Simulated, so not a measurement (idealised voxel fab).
You're looking at the process module voxel double patterning.
In the cross-section labelled cut, the width is 170 nm and each square cell is 5 nm.
A cross-section in this document is a grid of square cells, and it is written down as bands, the top band listed before the ones below it; a band is made up of one or more rows of cells.
Top, bottom (nm), then materials left to right with widths (nm); lone material tagged "all across" fills the whole band edge to edge; "air" = empty space.
Heights are expressed relative to 0, this being the level below which the as-received wafer comprises one material exclusively. The lowest band is unbounded in the downward direction and is denoted as in "top 0, no bottom".
When a width is written as two numbers, as in "30..40", the first number is the width in the top row of cells of the band and the second is the width in its bottom row, and the width changes by the same amount from each row to the next.
The cross-section has no changed cell in any step marked "remained the same".
Closed empty spaces (no open way to the top) of 8 cells or more are what "Enclosed empty spaces" lists, each as width x height at distance from the left edge, nm for all three.
Past the settings on a step's line: simulator remark, on that step.
overlay nm: right-of-plan distance of the mask on a masked step; negative values mean left-of-plan.
### plan
1 RECEIVE [material Si]
2 CONFORMAL_DEP [material SiN] [thk nm 10]
3 DIRECTIONAL_DEP [material SiO2] [thk nm 15]
4 DIRECTIONAL_DEP [material SiCN] [thk nm 5]
5 PATTERN [tone open] [mask id FIRST] [material resist] [width nm 15] [pitch nm 50] [thk nm 15] [overlay nm 0]
6 DIRECTIONAL_ETCH [etch materials SiCN] [depth nm 5]
7 STRIP [etch materials resist]
8 DIRECTIONAL_DEP [material aC] [thk nm 10]
9 PATTERN [tone open] [mask id SECOND] [material resist] [width nm 15] [thk nm 30] [overlay nm 0]
10 DIRECTIONAL_ETCH [etch materials aC] [depth nm 10]
11 STRIP [etch materials resist]
12 DIRECTIONAL_ETCH [etch materials SiCN] [depth nm 5]
13 STRIP [etch materials aC]
14 DIRECTIONAL_ETCH [etch materials SiO2] [depth nm 15]
15 STRIP [etch materials SiCN]
### The first of two wafers, run as planned
### Cross-section, incoming material, after step 1
  top 0, no bottom = Si all across
  Enclosed empty spaces: none
### The following cross-section depicts the wafer upon completion of step 2
  top 10, bottom 0 = SiN all across
  Note: structure below 0 unchanged.
### The following cross-section depicts the wafer upon completion of step 3
  top 25, bottom 10 = SiO2 all across
  Note: structure below 10 unchanged.
### The following cross-section depicts the wafer upon completion of step 4
  top 30, bottom 25 = SiCN all across
  Note: structure below 25 unchanged.
### The following cross-section depicts the wafer upon completion of step 5
  top 45, bottom 30 = resist (50); air (15); resist (35); air (15); resist (55)
  Note: structure below 30 unchanged.
### The following cross-section depicts the wafer upon completion of step 6
  top 45, bottom 30 = resist (50); air (15); resist (35); air (15); resist (55)
  top 30, bottom 25 = SiCN (50); air (15); SiCN (35); air (15); SiCN (55)
  Note: structure below 25 unchanged.
### The following cross-section depicts the wafer upon completion of step 7
  top 30, bottom 25 = SiCN (50); air (15); SiCN (35); air (15); SiCN (55)
  Note: structure below 25 unchanged.
### The following cross-section depicts the wafer upon completion of step 8
  top 40, bottom 35 = aC (50); air (15); aC (35); air (15); aC (55)
  top 35, bottom 30 = aC all across
  top 30, bottom 25 = SiCN (50); aC (15); SiCN (35); aC (15); SiCN (55)
  Note: structure below 25 unchanged.
### The following cross-section depicts the wafer upon completion of step 9
  top 70, bottom 40 = resist (75); air (15); resist (80)
  top 40, bottom 35 = aC (50); resist (15); aC (35); resist (15); aC (55)
  Note: structure below 35 unchanged.
### The following cross-section depicts the wafer upon completion of step 10
  top 60, bottom 40 = resist (75); air (15); resist (80)
  top 40, bottom 35 = aC (50); resist (15); aC (10); air (15); aC (10); resist (15); aC (55)
  top 35, bottom 30 = aC (75); air (15); aC (80)
  Note: structure below 30 unchanged.
### The following cross-section depicts the wafer upon completion of step 11
  top 40, bottom 35 = aC (50); air (15); aC (10); air (15); aC (10); air (15); aC (55)
  Note: structure below 35 unchanged.
### The following cross-section depicts the wafer upon completion of step 12
  top 40, bottom 35 = aC (50); air (15); aC (10); air (15); aC (10); air (15); aC (55)
  top 35, bottom 30 = aC (75); air (15); aC (80)
  top 30, bottom 25 = SiCN (50); aC (15); SiCN (10); air (15); SiCN (10); aC (15); SiCN (55)
  Note: structure below 25 unchanged.
### The following cross-section depicts the wafer upon completion of step 13
  top 30, bottom 25 = SiCN (50); air (15); SiCN (10); air (15); SiCN (10); air (15); SiCN (55)
  Note: structure below 25 unchanged.
### The following cross-section depicts the wafer upon completion of step 14
  top 30, bottom 25 = SiCN (50); air (15); SiCN (10); air (15); SiCN (10); air (15); SiCN (55)
  top 25, bottom 10 = SiO2 (50); air (15); SiO2 (10); air (15); SiO2 (10); air (15); SiO2 (55)
  Note: structure below 10 unchanged.
### The following cross-section depicts the wafer upon completion of step 15
  top 25, bottom 10 = SiO2 (50); air (15); SiO2 (10); air (15); SiO2 (10); air (15); SiO2 (55)
  Note: structure below 10 unchanged.
### What follows concerns the second wafer, which started out like the first and was meant to follow the very same plan; one mistake crept in when it was run, but everything up to and including step 8 is the same as for the first wafer
### Second wafer: cross-section at the scheduled end of step 9
  top 70, bottom 40 = resist (75); air (20); resist (75)
  top 40, bottom 35 = aC (50); resist (15); aC (35); resist (15); aC (55)
  Note: structure below 35 unchanged.
### Second wafer: cross-section at the scheduled end of step 10
  top 60, bottom 40 = resist (75); air (20); resist (75)
  top 40, bottom 35 = aC (50); resist (15); aC (10); air (20); aC (5); resist (15); aC (55)
  top 35, bottom 30 = aC (75); air (20); aC (75)
  Note: structure below 30 unchanged.
### Second wafer: cross-section at the scheduled end of step 11
  top 40, bottom 35 = aC (50); air (15); aC (10); air (20); aC (5); air (15); aC (55)
  Note: structure below 35 unchanged.
### Second wafer: cross-section at the scheduled end of step 12
  top 40, bottom 35 = aC (50); air (15); aC (10); air (20); aC (5); air (15); aC (55)
  top 35, bottom 30 = aC (75); air (20); aC (75)
  top 30, bottom 25 = SiCN (50); aC (15); SiCN (10); air (20); SiCN (5); aC (15); SiCN (55)
  Note: structure below 25 unchanged.
### Second wafer: cross-section at the scheduled end of step 13
  top 30, bottom 25 = SiCN (50); air (15); SiCN (10); air (20); SiCN (5); air (15); SiCN (55)
  Note: structure below 25 unchanged.
### Second wafer: cross-section at the scheduled end of step 14
  top 30, bottom 25 = SiCN (50); air (15); SiCN (10); air (20); SiCN (5); air (15); SiCN (55)
  top 25, bottom 10 = SiO2 (50); air (15); SiO2 (10); air (20); SiO2 (5); air (15); SiO2 (55)
  Note: structure below 10 unchanged.
### Second wafer: cross-section at the scheduled end of step 15
  top 25, bottom 10 = SiO2 (50); air (15); SiO2 (10); air (20); SiO2 (5); air (15); SiO2 (55)
  Note: structure below 10 unchanged.
Misprocessing identified: step 9 off recipe, ran as PATTERN [tone open] [mask id SECOND] [material resist] [width nm 20] [thk nm 30] [overlay nm 0]
The closing comparison, in cells, has the second wafer with more or fewer of some materials than the first: -3 SiO2
